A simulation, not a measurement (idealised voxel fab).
Module name: voxel wiring stack (process module)
Cross-section cut: width 190 nm, square cells of 5 nm.
In what follows, cross-sections appear as grids of square cells, described through bands that run from the top down, where every band is one or more rows of cells. The band entry comprises the height of the band's top followed by the height of its bottom, expressed in nm, and subsequently the band's materials from left to right, each stated together with its width in nm. Where a single material is marked with the word "edge to edge", that material fills the band from edge to edge. The word "air" represents empty space. It should be noted that heights are counted from 0, beneath which the wafer as supplied is of one material throughout, and that the lowest band possesses no lower boundary but continues downward, as written in "z 0 and below". Width spec "30->40" -> top row of cells at first value, bottom row at second value, equal per-row change in between. "all unchanged" for a step: no cell of the cross-section changed in that step. "Enclosed internal voids" - sealed voids, min. 8 cells, no opening to top; format: width x height at distance (distance from left edge; nm throughout). On a step's line, text after the settings is the simulator commenting on that step. Regarding "overlay nm": on a step with a mask, it is the distance the mask lay to the right of its planned place; a negative value places it to the left. Below you will find pairs of cross-sections. In each, one shows the wafer before one process step and the other after it, with the after view ending at the lowest band that changed. Under each pair is the step separating them, along with its settings. Do not assume the pairs form a chain: they can come from different runs of this module on the same starting wafer, and a pair continues from the pair above it only when its "Prior to step" entry says so.

**Prior to step**
    z 125 to 110  SiO2 65  TiN 5  Cu 10  TiN 5  SiO2 20  TiN 5  Cu 10  TiN 5  SiO2 65
    z 110 to 105  SiCN 65  TiN 20  SiCN 20  TiN 20  SiCN 65
    z 105 to 100  TiN 70  Cu 5  TiN 115
    z 100 to 85  lowk 65  TiN 5  Cu 5  TiN 5  lowk 110
    z 85 to 80  SiCN 65  TiN 15  SiCN 110
    z 80 to 70  lowk 65  TiN 5  Ru 10  TiN 5  lowk 20  TiN 5  Ru 10  TiN 5  lowk 65
    z 70 to 65  lowk 65  TiN 5  Ru 5  TiN 10  lowk 20  TiN 5  Ru 5  TiN 10  lowk 65
    z 65 to 55  lowk 65  TiN 5  Ru 5  TiN 5  lowk 25  TiN 5  Ru 5  TiN 5  lowk 70
    z 55 to 50  SiCN 65  TiN 15  SiCN 25  TiN 15  SiCN 70
    z 50 to 45  SiCN 60  Ru 30  SiCN 10  Ru 30  SiCN 60
    z 45 to 20  lowk 65  TiN 5  W 10  TiN 5  lowk 20  TiN 5  W 10  TiN 5  lowk 65
    z 20 to 15  SiN 65  TiN 20  SiN 20  TiN 20  SiN 65
    z 15 to 0  SiO2 edge to edge
    z 0 and below  Si edge to edge
    Enclosed internal voids: none

**As Processed**
    z 130 to 125  SiN edge to edge
    Under 125: no change, same as before.
    Enclosed internal voids: none
Relating the two cross-sections above, the step in between is CONFORMAL_DEP,material SiN,thk nm 5

**Prior to step**
    z 120 to 105  aC edge to edge
    z 105 to 90  lowk edge to edge
    z 90 to 85  SiCN edge to edge
    z 85 to 70  lowk 65  TiN 5  Ru 10  TiN 5  lowk 20  TiN 5  Ru 10  TiN 5  lowk 65
    z 70 to 65  lowk 65  TiN 5  Ru 5  TiN 10  lowk 20  TiN 5  Ru 5  TiN 10  lowk 65
    z 65 to 55  lowk 65  TiN 5  Ru 5  TiN 5  lowk 25  TiN 5  Ru 5  TiN 5  lowk 70
    z 55 to 50  SiCN 65  TiN 15  SiCN 25  TiN 15  SiCN 70
    z 50 to 45  SiCN 60  Ru 30  SiCN 10  Ru 30  SiCN 60
    z 45 to 20  lowk 65  TiN 5  W 10  TiN 5  lowk 20  TiN 5  W 10  TiN 5  lowk 65
    z 20 to 15  SiN 65  TiN 20  SiN 20  TiN 20  SiN 65
    z 15 to 0  SiO2 edge to edge
    z 0 and below  Si edge to edge
    Enclosed internal voids: none

**As Processed**
    z 150 to 120  resist 60  air 25  resist 105
    Under 120: no change, same as before.
    Enclosed internal voids: none
Relating the two cross-sections above, the step in between is PATTERN,tone open,mask id PLUG_2,material resist,width nm 25,thk nm 30,overlay nm 0

Prior to step: This step starts from the configuration shown after the step in the pair immediately above.

**As Processed**
    z 135 to 120  resist 60  air 25  resist 105
    z 120 to 105  aC 60  air 25  aC 105
    Under 105: no change, same as before.
    Enclosed internal voids: none
Relating the two cross-sections above, the step in between is DIRECTIONAL_ETCH,etch materials aC,depth nm 15

Prior to step: This step starts from the configuration shown after the step in the pair immediately above.

**As Processed**
    z 120 to 105  aC 60  air 25  aC 105
    Under 105: no change, same as before.
    Enclosed internal voids: none
Relating the two cross-sections above, the step in between is STRIP,etch materials resist

Prior to step: This step starts from the configuration shown after the step in the pair immediately above.

**As Processed**
    z 120 to 105  aC 60  air 25  aC 105
    z 105 to 90  lowk 60  air 25  lowk 105
    Under 90: no change, same as before.
    Enclosed internal voids: none
Relating the two cross-sections above, the step in between is DIRECTIONAL_ETCH,etch materials lowk,depth nm 15

Prior to step: This step starts from the configuration shown after the step in the pair immediately above.

**As Processed**
    z 120 to 105  aC 60  air 25  aC 105
    z 105 to 90  lowk 60  air 25  lowk 105
    z 90 to 85  SiCN 60  air 25  SiCN 105
    Under 85: no change, same as before.
    Enclosed internal voids: none
Relating the two cross-sections above, the step in between is DIRECTIONAL_ETCH,etch materials SiCN,depth nm 5

Prior to step: This step starts from the configuration shown after the step in the pair immediately above.

**As Processed**
    z 105 to 90  lowk 60  air 25  lowk 105
    Under 90: no change, same as before.
    Enclosed internal voids: none
Relating the two cross-sections above, the step in between is STRIP,etch materials aC

Prior to step: This step starts from the configuration shown after the step in the pair immediately above.

**As Processed**
    z 110 to 105  TiN 65  air 15  TiN 110
    z 105 to 90  lowk 60  TiN 5  air 15  TiN 5  lowk 105
    z 90 to 85  SiCN 60  TiN 25  SiCN 105
    Under 85: no change, same as before.
    Enclosed internal voids: none
Relating the two cross-sections above, the step in between is CONFORMAL_DEP,material TiN,thk nm 5

Prior to step: This step starts from the configuration shown after the step in the pair immediately above.

**As Processed**
    z 115 to 110  Cu edge to edge
    z 110 to 105  TiN 65  Cu 15  TiN 110
    z 105 to 90  lowk 60  TiN 5  Cu 15  TiN 5  lowk 105
    Under 90: no change, same as before.
    Enclosed internal voids: none
Relating the two cross-sections above, the step in between is FILL_DEP,material Cu,thk nm 5

Prior to step: This step starts from the configuration shown after the step in the pair immediately above.

**As Processed**
    z 105 to 90  lowk 60  TiN 5  Cu 15  TiN 5  lowk 105
    Under 90: no change, same as before.
    Enclosed internal voids: none
Relating the two cross-sections above, the step in between is CMP,height nm 105

Prior to step: This step starts from the configuration shown after the step in the pair immediately above.

**As Processed**
    z 110 to 105  SiCN edge to edge
    Under 105: no change, same as before.
    Enclosed internal voids: none
Relating the two cross-sections above, the step in between is CONFORMAL_DEP,material SiCN,thk nm 5

Prior to step: This step starts from the configuration shown after the step in the pair immediately above.

**As Processed**
    z 125 to 110  SiO2 edge to edge
    Under 110: no change, same as before.
    Enclosed internal voids: none
Relating the two cross-sections above, the step in between is DIRECTIONAL_DEP,material SiO2,thk nm 15

Prior to step: This step starts from the configuration shown after the step in the pair immediately above.

**As Processed**
    z 145 to 125  resist 65  air 20  resist 20  air 20  resist 65
    Under 125: no change, same as before.
    Enclosed internal voids: none
Relating the two cross-sections above, the step in between is PATTERN,tone open,mask id METAL_3,material resist,width nm 20,pitch nm 40,thk nm 20,overlay nm 0

Prior to step: This step starts from the configuration shown after the step in the pair immediately above.

**As Processed**
    z 145 to 125  resist 65  air 20  resist 20  air 20  resist 65
    z 125 to 110  SiO2 65  air 20  SiO2 20  air 20  SiO2 65
    Under 110: no change, same as before.
    Enclosed internal voids: none
Relating the two cross-sections above, the step in between is DIRECTIONAL_ETCH,etch materials SiO2,depth nm 15

Prior to step: This step starts from the configuration shown after the step in the pair immediately above.

**As Processed**
    z 145 to 125  resist 65  air 20  resist 20  air 20  resist 65
    z 125 to 110  SiO2 65  air 20  SiO2 20  air 20  SiO2 65
    z 110 to 105  SiCN 65  air 20  SiCN 20  air 20  SiCN 65
    Under 105: no change, same as before.
    Enclosed internal voids: none
Relating the two cross-sections above, the step in between is DIRECTIONAL_ETCH,etch materials SiCN,depth nm 5

Prior to step: This step starts from the configuration shown after the step in the pair immediately above.

**As Processed**
    z 125 to 110  SiO2 65  air 20  SiO2 20  air 20  SiO2 65
    Under 110: no change, same as before.
    Enclosed internal voids: none
Relating the two cross-sections above, the step in between is STRIP,etch materials resist

Prior to step: This step starts from the configuration shown after the step in the pair immediately above.

**As Processed**
    z 130 to 125  TiN 70  air 10  TiN 30  air 10  TiN 70
    z 125 to 110  SiO2 65  TiN 5  air 10  TiN 5  SiO2 20  TiN 5  air 10  TiN 5  SiO2 65
    z 110 to 105  SiCN 65  TiN 20  SiCN 20  TiN 20  SiCN 65
    Under 105: no change, same as before.
    Enclosed internal voids: none
Relating the two cross-sections above, the step in between is CONFORMAL_DEP,material TiN,thk nm 5

Prior to step: This step starts from the configuration shown after the step in the pair immediately above.

**As Processed**
    z 140 to 130  Cu edge to edge
    z 130 to 125  TiN 70  Cu 10  TiN 30  Cu 10  TiN 70
    z 125 to 110  SiO2 65  TiN 5  Cu 10  TiN 5  SiO2 20  TiN 5  Cu 10  TiN 5  SiO2 65
    Under 110: no change, same as before.
    Enclosed internal voids: none
Relating the two cross-sections above, the step in between is FILL_DEP,material Cu,thk nm 10

Prior to step: This step starts from the configuration shown after the step in the pair immediately above.

**As Processed**
    z 125 to 110  SiO2 65  TiN 5  Cu 10  TiN 5  SiO2 20  TiN 5  Cu 10  TiN 5  SiO2 65
    Under 110: no change, same as before.
    Enclosed internal voids: none
Relating the two cross-sections above, the step in between is CMP,height nm 125

Prior to step: This step starts from the configuration shown after the step in the pair immediately above.

**As Processed**
    z 130 to 125  SiN edge to edge
    Under 125: no change, same as before.
    Enclosed internal voids: none
Relating the two cross-sections above, the step in between is CONFORMAL_DEP,material SiN,thk nm 5

**Prior to step**
    z 85 to 65  lowk 65  air 20  lowk 20  air 20  lowk 65
    z 65 to 55  lowk edge to edge
    z 55 to 50  SiCN edge to edge
    z 50 to 45  SiCN 60  Ru 30  SiCN 10  Ru 30  SiCN 60
    z 45 to 20  lowk 65  TiN 5  W 10  TiN 5  lowk 20  TiN 5  W 10  TiN 5  lowk 65
    z 20 to 15  SiN 65  TiN 20  SiN 20  TiN 20  SiN 65
    z 15 to 0  SiO2 edge to edge
    z 0 and below  Si edge to edge
    Enclosed internal voids: none

**As Processed**
    z 105 to 85  resist 55  air 15  resist 25  air 15  resist 80
    z 85 to 65  lowk 65  air 5  resist 15  lowk 20  air 5  resist 15  lowk 65
    Under 65: no change, same as before.
    Enclosed internal voids: none
Relating the two cross-sections above, the step in between is PATTERN,tone open,mask id METAL_2_HOLES,material resist,width nm 15,pitch nm 40,thk nm 20,overlay nm -10

Prior to step: This step starts from the configuration shown after the step in the pair immediately above.

**As Processed**
    z 105 to 85  resist 55  air 15  resist 25  air 15  resist 80
    z 85 to 75  lowk 55  air 15  resist 15  lowk 10  air 15  resist 15  lowk 65
    z 75 to 65  lowk 65  air 5  resist 15  lowk 20  air 5  resist 15  lowk 65
    z 65 to 55  lowk 65  air 5  lowk 35  air 5  lowk 80
    Under 55: no change, same as before.
    Enclosed internal voids: none
Relating the two cross-sections above, the step in between is DIRECTIONAL_ETCH,etch materials lowk,depth nm 10

Prior to step: This step starts from the configuration shown after the step in the pair immediately above.

**As Processed**
    z 105 to 85  resist 55  air 15  resist 25  air 15  resist 80
    z 85 to 75  lowk 55  air 15  resist 15  lowk 10  air 15  resist 15  lowk 65
    z 75 to 65  lowk 65  air 5  resist 15  lowk 20  air 5  resist 15  lowk 65
    z 65 to 55  lowk 65  air 5  lowk 35  air 5  lowk 80
    z 55 to 50  SiCN 65  air 5  SiCN 35  air 5  SiCN 80
    Under 50: no change, same as before.
    Enclosed internal voids: none
Relating the two cross-sections above, the step in between is DIRECTIONAL_ETCH,etch materials SiCN,depth nm 5

Prior to step: This step starts from the configuration shown after the step in the pair immediately above.

**As Processed**
    z 85 to 75  lowk 55  air 30  lowk 10  air 30  lowk 65
    z 75 to 65  lowk 65  air 20  lowk 20  air 20  lowk 65
    Under 65: no change, same as before.
    Enclosed internal voids: none
Relating the two cross-sections above, the step in between is STRIP,etch materials resist

Prior to step: This step starts from the configuration shown after the step in the pair immediately above.

**As Processed**
    z 90 to 85  TiN 60  air 20  TiN 20  air 20  TiN 70
    z 85 to 75  lowk 55  TiN 5->15  air 20->10  TiN 5  lowk 10  TiN 5->15  air 20->10  TiN 5  lowk 65
    z 75 to 70  lowk 65  TiN 5  air 10  TiN 5  lowk 20  TiN 5  air 10  TiN 5  lowk 65
    z 70 to 65  lowk 65  TiN 20  lowk 20  TiN 20  lowk 65
    z 65 to 55  lowk 65  TiN 5  lowk 35  TiN 5  lowk 80
    z 55 to 50  SiCN 65  TiN 5  SiCN 35  TiN 5  SiCN 80
    Under 50: no change, same as before.
    Enclosed internal voids: none
Relating the two cross-sections above, the step in between is CONFORMAL_DEP,material TiN,thk nm 5

Prior to step: This step starts from the configuration shown after the step in the pair immediately above.

**As Processed**
    z 95 to 90  Ru edge to edge
    z 90 to 85  TiN 60  Ru 20  TiN 20  Ru 20  TiN 70
    z 85 to 75  lowk 55  TiN 5->15  Ru 20->10  TiN 5  lowk 10  TiN 5->15  Ru 20->10  TiN 5  lowk 65
    z 75 to 70  lowk 65  TiN 5  Ru 10  TiN 5  lowk 20  TiN 5  Ru 10  TiN 5  lowk 65
    Under 70: no change, same as before.
    Enclosed internal voids: none
Relating the two cross-sections above, the step in between is FILL_DEP,material Ru,thk nm 5

Prior to step: This step starts from the configuration shown after the step in the pair immediately above.

**As Processed**
    z 85 to 75  lowk 55  TiN 5->15  Ru 20->10  TiN 5  lowk 10  TiN 5->15  Ru 20->10  TiN 5  lowk 65
    Under 75: no change, same as before.
    Enclosed internal voids: none
Relating the two cross-sections above, the step in between is CMP,height nm 85

Prior to step: This step starts from the configuration shown after the step in the pair immediately above.

**As Processed**
    z 90 to 85  SiCN edge to edge
    Under 85: no change, same as before.
    Enclosed internal voids: none
Relating the two cross-sections above, the step in between is CONFORMAL_DEP,material SiCN,thk nm 5

Prior to step: This step starts from the configuration shown after the step in the pair immediately above.

**As Processed**
    z 105 to 90  lowk edge to edge
    Under 90: no change, same as before.
    Enclosed internal voids: none
Relating the two cross-sections above, the step in between is DIRECTIONAL_DEP,material lowk,thk nm 15

Prior to step: This step starts from the configuration shown after the step in the pair immediately above.

**As Processed**
    z 120 to 105  aC edge to edge
    Under 105: no change, same as before.
    Enclosed internal voids: none
Relating the two cross-sections above, the step in between is DIRECTIONAL_DEP,material aC,thk nm 15

Prior to step: This step starts from the configuration shown after the step in the pair immediately above.

**As Processed**
    z 150 to 120  resist 65  air 15  resist 110
    Under 120: no change, same as before.
    Enclosed internal voids: none
Relating the two cross-sections above, the step in between is PATTERN,tone open,mask id PLUG_2,material resist,width nm 15,thk nm 30,overlay nm 0

Prior to step: This step starts from the configuration shown after the step in the pair immediately above.

**As Processed**
    z 135 to 120  resist 65  air 15  resist 110
    z 120 to 105  aC 65  air 15  aC 110
    Under 105: no change, same as before.
    Enclosed internal voids: none
Relating the two cross-sections above, the step in between is DIRECTIONAL_ETCH,etch materials aC,depth nm 15

Prior to step: This step starts from the configuration shown after the step in the pair immediately above.

**As Processed**
    z 120 to 105  aC 65  air 15  aC 110
    Under 105: no change, same as before.
    Enclosed internal voids: none
Relating the two cross-sections above, the step in between is STRIP,etch materials resist

Prior to step: This step starts from the configuration shown after the step in the pair immediately above.

**As Processed**
    z 120 to 105  aC 65  air 15  aC 110
    z 105 to 90  lowk 65  air 15  lowk 110
    Under 90: no change, same as before.
    Enclosed internal voids: none
Relating the two cross-sections above, the step in between is DIRECTIONAL_ETCH,etch materials lowk,depth nm 15

Prior to step: This step starts from the configuration shown after the step in the pair immediately above.

**As Processed**
    z 120 to 105  aC 65  air 15  aC 110
    z 105 to 90  lowk 65  air 15  lowk 110
    z 90 to 85  SiCN 65  air 15  SiCN 110
    Under 85: no change, same as before.
    Enclosed internal voids: none
Relating the two cross-sections above, the step in between is DIRECTIONAL_ETCH,etch materials SiCN,depth nm 5

Prior to step: This step starts from the configuration shown after the step in the pair immediately above.

**As Processed**
    z 105 to 90  lowk 65  air 15  lowk 110
    Under 90: no change, same as before.
    Enclosed internal voids: none
Relating the two cross-sections above, the step in between is STRIP,etch materials aC

Prior to step: This step starts from the configuration shown after the step in the pair immediately above.

**As Processed**
    z 110 to 105  TiN 70  air 5  TiN 115
    z 105 to 90  lowk 65  TiN 5  air 5  TiN 5  lowk 110
    z 90 to 85  SiCN 65  TiN 15  SiCN 110
    Under 85: no change, same as before.
    Enclosed internal voids: none
Relating the two cross-sections above, the step in between is CONFORMAL_DEP,material TiN,thk nm 5

Prior to step: This step starts from the configuration shown after the step in the pair immediately above.

**As Processed**
    z 115 to 110  Cu edge to edge
    z 110 to 105  TiN 70  Cu 5  TiN 115
    z 105 to 90  lowk 65  TiN 5  Cu 5  TiN 5  lowk 110
    Under 90: no change, same as before.
    Enclosed internal voids: none
Relating the two cross-sections above, the step in between is FILL_DEP,material Cu,thk nm 5

Prior to step: This step starts from the configuration shown after the step in the pair immediately above.

**As Processed**
    z 105 to 90  lowk 65  TiN 5  Cu 5  TiN 5  lowk 110
    Under 90: no change, same as before.
    Enclosed internal voids: none
Relating the two cross-sections above, the step in between is CMP,height nm 105

Prior to step: This step starts from the configuration shown after the step in the pair immediately above.

**As Processed**
    z 110 to 105  SiCN edge to edge
    Under 105: no change, same as before.
    Enclosed internal voids: none
Relating the two cross-sections above, the step in between is CONFORMAL_DEP,material SiCN,thk nm 5

Prior to step: This step starts from the configuration shown after the step in the pair immediately above.

**As Processed**
    z 125 to 110  SiO2 edge to edge
    Under 110: no change, same as before.
    Enclosed internal voids: none
Relating the two cross-sections above, the step in between is DIRECTIONAL_DEP,material SiO2,thk nm 15

Prior to step: This step starts from the configuration shown after the step in the pair immediately above.

**As Processed**
    z 145 to 125  resist 65  air 20  resist 20  air 20  resist 65
    Under 125: no change, same as before.
    Enclosed internal voids: none
Relating the two cross-sections above, the step in between is PATTERN,tone open,mask id METAL_3,material resist,width nm 20,pitch nm 40,thk nm 20,overlay nm 0

Prior to step: This step starts from the configuration shown after the step in the pair immediately above.

**As Processed**
    z 145 to 125  resist 65  air 20  resist 20  air 20  resist 65
    z 125 to 110  SiO2 65  air 20  SiO2 20  air 20  SiO2 65
    Under 110: no change, same as before.
    Enclosed internal voids: none
Relating the two cross-sections above, the step in between is DIRECTIONAL_ETCH,etch materials SiO2,depth nm 15

Prior to step: This step starts from the configuration shown after the step in the pair immediately above.

**As Processed**
    z 145 to 125  resist 65  air 20  resist 20  air 20  resist 65
    z 125 to 110  SiO2 65  air 20  SiO2 20  air 20  SiO2 65
    z 110 to 105  SiCN 65  air 20  SiCN 20  air 20  SiCN 65
    Under 105: no change, same as before.
    Enclosed internal voids: none
Relating the two cross-sections above, the step in between is DIRECTIONAL_ETCH,etch materials SiCN,depth nm 5

Prior to step: This step starts from the configuration shown after the step in the pair immediately above.

**As Processed**
    z 125 to 110  SiO2 65  air 20  SiO2 20  air 20  SiO2 65
    Under 110: no change, same as before.
    Enclosed internal voids: none
Relating the two cross-sections above, the step in between is STRIP,etch materials resist

Prior to step: This step starts from the configuration shown after the step in the pair immediately above.

**As Processed**
    z 130 to 125  TiN 70  air 10  TiN 30  air 10  TiN 70
    z 125 to 110  SiO2 65  TiN 5  air 10  TiN 5  SiO2 20  TiN 5  air 10  TiN 5  SiO2 65
    z 110 to 105  SiCN 65  TiN 20  SiCN 20  TiN 20  SiCN 65
    Under 105: no change, same as before.
    Enclosed internal voids: none
Relating the two cross-sections above, the step in between is CONFORMAL_DEP,material TiN,thk nm 5

Prior to step: This step starts from the configuration shown after the step in the pair immediately above.

**As Processed**
    z 140 to 130  Cu edge to edge
    z 130 to 125  TiN 70  Cu 10  TiN 30  Cu 10  TiN 70
    z 125 to 110  SiO2 65  TiN 5  Cu 10  TiN 5  SiO2 20  TiN 5  Cu 10  TiN 5  SiO2 65
    Under 110: no change, same as before.
    Enclosed internal voids: none
Relating the two cross-sections above, the step in between is FILL_DEP,material Cu,thk nm 10

Prior to step: This step starts from the configuration shown after the step in the pair immediately above.

**As Processed**
    z 125 to 110  SiO2 65  TiN 5  Cu 10  TiN 5  SiO2 20  TiN 5  Cu 10  TiN 5  SiO2 65
    Under 110: no change, same as before.
    Enclosed internal voids: none
Relating the two cross-sections above, the step in between is CMP,height nm 125

Prior to step: This step starts from the configuration shown after the step in the pair immediately above.

**As Processed**
    z 130 to 125  SiN edge to edge
    Under 125: no change, same as before.
    Enclosed internal voids: none
Relating the two cross-sections above, the step in between is CONFORMAL_DEP,material SiN,thk nm 5

**Prior to step**
    z 55 to 50  SiCN edge to edge
    z 50 to 45  SiCN 60  Ru 30  SiCN 10  Ru 30  SiCN 60
    z 45 to 20  lowk 65  TiN 5  W 10  TiN 5  lowk 20  TiN 5  W 10  TiN 5  lowk 65
    z 20 to 15  SiN 65  TiN 20  SiN 20  TiN 20  SiN 65
    z 15 to 0  SiO2 edge to edge
    z 0 and below  Si edge to edge
    Enclosed internal voids: none

**As Processed**
    z 85 to 55  SiN edge to edge
    Under 55: no change, same as before.
    Enclosed internal voids: none
Relating the two cross-sections above, the step in between is DIRECTIONAL_DEP,material SiN,thk nm 30

Prior to step: This step starts from the configuration shown after the step in the pair immediately above.

**As Processed**
    z 95 to 85  aC edge to edge
    Under 85: no change, same as before.
    Enclosed internal voids: none
Relating the two cross-sections above, the step in between is DIRECTIONAL_DEP,material aC,thk nm 10

Prior to step: This step starts from the configuration shown after the step in the pair immediately above.

**As Processed**
    z 120 to 95  resist 65  air 20  resist 20  air 20  resist 65
    Under 95: no change, same as before.
    Enclosed internal voids: none
Relating the two cross-sections above, the step in between is PATTERN,tone open,mask id METAL_2,material resist,width nm 20,pitch nm 40,thk nm 25,overlay nm 0

Prior to step: This step starts from the configuration shown after the step in the pair immediately above.

**As Processed**
    z 110 to 95  resist 65  air 20  resist 20  air 20  resist 65
    z 95 to 85  aC 65  air 20  aC 20  air 20  aC 65
    Under 85: no change, same as before.
    Enclosed internal voids: none
Relating the two cross-sections above, the step in between is DIRECTIONAL_ETCH,etch materials aC,depth nm 10

Prior to step: This step starts from the configuration shown after the step in the pair immediately above.

**As Processed**
    z 95 to 85  aC 65  air 20  aC 20  air 20  aC 65
    Under 85: no change, same as before.
    Enclosed internal voids: none
Relating the two cross-sections above, the step in between is STRIP,etch materials resist

Prior to step: This step starts from the configuration shown after the step in the pair immediately above.

**As Processed**
    z 85 to 55  SiN edge to edge
    Under 55: no change, same as before.
    Enclosed internal voids: none
Relating the two cross-sections above, the step in between is STRIP,etch materials aC

Prior to step: This step starts from the configuration shown after the step in the pair immediately above.

**As Processed**
    z 105 to 85  resist 65  air 15  resist 25  air 15  resist 70
    Under 85: no change, same as before.
    Enclosed internal voids: none
Relating the two cross-sections above, the step in between is PATTERN,tone open,mask id METAL_2_HOLES,material resist,width nm 15,pitch nm 40,thk nm 20,overlay nm 0

Prior to step: This step starts from the configuration shown after the step in the pair immediately above.

**As Processed**
    z 85 to 55  SiN edge to edge
    Under 55: no change, same as before.
    Enclosed internal voids: none
Relating the two cross-sections above, the step in between is STRIP,etch materials resist

Prior to step: This step starts from the configuration shown after the step in the pair immediately above.

**As Processed**
    z 90 to 85  TiN edge to edge
    Under 85: no change, same as before.
    Enclosed internal voids: none
Relating the two cross-sections above, the step in between is CONFORMAL_DEP,material TiN,thk nm 5

Prior to step: This step starts from the configuration shown after the step in the pair immediately above.

**As Processed**
    z 95 to 90  Ru edge to edge
    Under 90: no change, same as before.
    Enclosed internal voids: none
Relating the two cross-sections above, the step in between is FILL_DEP,material Ru,thk nm 5

Prior to step: This step starts from the configuration shown after the step in the pair immediately above.

**As Processed**
    z 85 to 55  SiN edge to edge
    Under 55: no change, same as before.
    Enclosed internal voids: none
Relating the two cross-sections above, the step in between is CMP,height nm 85

Prior to step: This step starts from the configuration shown after the step in the pair immediately above.

**As Processed**
    z 90 to 85  SiCN edge to edge
    Under 85: no change, same as before.
    Enclosed internal voids: none
Relating the two cross-sections above, the step in between is CONFORMAL_DEP,material SiCN,thk nm 5

Prior to step: This step starts from the configuration shown after the step in the pair immediately above.

**As Processed**
    z 105 to 90  lowk edge to edge
    Under 90: no change, same as before.
    Enclosed internal voids: none
Relating the two cross-sections above, the step in between is DIRECTIONAL_DEP,material lowk,thk nm 15

Prior to step: This step starts from the configuration shown after the step in the pair immediately above.

**As Processed**
    z 120 to 105  aC edge to edge
    Under 105: no change, same as before.
    Enclosed internal voids: none
Relating the two cross-sections above, the step in between is DIRECTIONAL_DEP,material aC,thk nm 15

Prior to step: This step starts from the configuration shown after the step in the pair immediately above.

**As Processed**
    z 150 to 120  resist 65  air 15  resist 110
    Under 120: no change, same as before.
    Enclosed internal voids: none
Relating the two cross-sections above, the step in between is PATTERN,tone open,mask id PLUG_2,material resist,width nm 15,thk nm 30,overlay nm 0

Prior to step: This step starts from the configuration shown after the step in the pair immediately above.

**As Processed**
    z 135 to 120  resist 65  air 15  resist 110
    z 120 to 105  aC 65  air 15  aC 110
    Under 105: no change, same as before.
    Enclosed internal voids: none
Relating the two cross-sections above, the step in between is DIRECTIONAL_ETCH,etch materials aC,depth nm 15

Prior to step: This step starts from the configuration shown after the step in the pair immediately above.

**As Processed**
    z 120 to 105  aC 65  air 15  aC 110
    Under 105: no change, same as before.
    Enclosed internal voids: none
Relating the two cross-sections above, the step in between is STRIP,etch materials resist

Prior to step: This step starts from the configuration shown after the step in the pair immediately above.

**As Processed**
    z 120 to 105  aC 65  air 15  aC 110
    z 105 to 90  lowk 65  air 15  lowk 110
    Under 90: no change, same as before.
    Enclosed internal voids: none
Relating the two cross-sections above, the step in between is DIRECTIONAL_ETCH,etch materials lowk,depth nm 15

Prior to step: This step starts from the configuration shown after the step in the pair immediately above.

**As Processed**
    z 120 to 105  aC 65  air 15  aC 110
    z 105 to 90  lowk 65  air 15  lowk 110
    z 90 to 85  SiCN 65  air 15  SiCN 110
    Under 85: no change, same as before.
    Enclosed internal voids: none
Relating the two cross-sections above, the step in between is DIRECTIONAL_ETCH,etch materials SiCN,depth nm 5

Prior to step: This step starts from the configuration shown after the step in the pair immediately above.

**As Processed**
    z 105 to 90  lowk 65  air 15  lowk 110
    Under 90: no change, same as before.
    Enclosed internal voids: none
Relating the two cross-sections above, the step in between is STRIP,etch materials aC

Prior to step: This step starts from the configuration shown after the step in the pair immediately above.

**As Processed**
    z 110 to 105  TiN 70  air 5  TiN 115
    z 105 to 90  lowk 65  TiN 5  air 5  TiN 5  lowk 110
    z 90 to 85  SiCN 65  TiN 15  SiCN 110
    Under 85: no change, same as before.
    Enclosed internal voids: none
Relating the two cross-sections above, the step in between is CONFORMAL_DEP,material TiN,thk nm 5

Prior to step: This step starts from the configuration shown after the step in the pair immediately above.

**As Processed**
    z 115 to 110  Cu edge to edge
    z 110 to 105  TiN 70  Cu 5  TiN 115
    z 105 to 90  lowk 65  TiN 5  Cu 5  TiN 5  lowk 110
    Under 90: no change, same as before.
    Enclosed internal voids: none
Relating the two cross-sections above, the step in between is FILL_DEP,material Cu,thk nm 5

Prior to step: This step starts from the configuration shown after the step in the pair immediately above.

**As Processed**
    z 105 to 90  lowk 65  TiN 5  Cu 5  TiN 5  lowk 110
    Under 90: no change, same as before.
    Enclosed internal voids: none
Relating the two cross-sections above, the step in between is CMP,height nm 105

Prior to step: This step starts from the configuration shown after the step in the pair immediately above.

**As Processed**
    z 110 to 105  SiCN edge to edge
    Under 105: no change, same as before.
    Enclosed internal voids: none
Relating the two cross-sections above, the step in between is CONFORMAL_DEP,material SiCN,thk nm 5

Prior to step: This step starts from the configuration shown after the step in the pair immediately above.

**As Processed**
    z 125 to 110  SiO2 edge to edge
    Under 110: no change, same as before.
    Enclosed internal voids: none
Relating the two cross-sections above, the step in between is DIRECTIONAL_DEP,material SiO2,thk nm 15

Prior to step: This step starts from the configuration shown after the step in the pair immediately above.

**As Processed**
    z 145 to 125  resist 65  air 20  resist 20  air 20  resist 65
    Under 125: no change, same as before.
    Enclosed internal voids: none
Relating the two cross-sections above, the step in between is PATTERN,tone open,mask id METAL_3,material resist,width nm 20,pitch nm 40,thk nm 20,overlay nm 0

Prior to step: This step starts from the configuration shown after the step in the pair immediately above.

**As Processed**
    z 145 to 125  resist 65  air 20  resist 20  air 20  resist 65
    z 125 to 110  SiO2 65  air 20  SiO2 20  air 20  SiO2 65
    Under 110: no change, same as before.
    Enclosed internal voids: none
Relating the two cross-sections above, the step in between is DIRECTIONAL_ETCH,etch materials SiO2,depth nm 15

Prior to step: This step starts from the configuration shown after the step in the pair immediately above.

**As Processed**
    z 145 to 125  resist 65  air 20  resist 20  air 20  resist 65
    z 125 to 110  SiO2 65  air 20  SiO2 20  air 20  SiO2 65
    z 110 to 105  SiCN 65  air 20  SiCN 20  air 20  SiCN 65
    Under 105: no change, same as before.
    Enclosed internal voids: none
Relating the two cross-sections above, the step in between is DIRECTIONAL_ETCH,etch materials SiCN,depth nm 5

Prior to step: This step starts from the configuration shown after the step in the pair immediately above.

**As Processed**
    z 125 to 110  SiO2 65  air 20  SiO2 20  air 20  SiO2 65
    Under 110: no change, same as before.
    Enclosed internal voids: none
Relating the two cross-sections above, the step in between is STRIP,etch materials resist

Prior to step: This step starts from the configuration shown after the step in the pair immediately above.

**As Processed**
    z 130 to 125  TiN 70  air 10  TiN 30  air 10  TiN 70
    z 125 to 110  SiO2 65  TiN 5  air 10  TiN 5  SiO2 20  TiN 5  air 10  TiN 5  SiO2 65
    z 110 to 105  SiCN 65  TiN 20  SiCN 20  TiN 20  SiCN 65
    Under 105: no change, same as before.
    Enclosed internal voids: none
Relating the two cross-sections above, the step in between is CONFORMAL_DEP,material TiN,thk nm 5

Prior to step: This step starts from the configuration shown after the step in the pair immediately above.

**As Processed**
    z 140 to 130  Cu edge to edge
    z 130 to 125  TiN 70  Cu 10  TiN 30  Cu 10  TiN 70
    z 125 to 110  SiO2 65  TiN 5  Cu 10  TiN 5  SiO2 20  TiN 5  Cu 10  TiN 5  SiO2 65
    Under 110: no change, same as before.
    Enclosed internal voids: none
Relating the two cross-sections above, the step in between is FILL_DEP,material Cu,thk nm 10
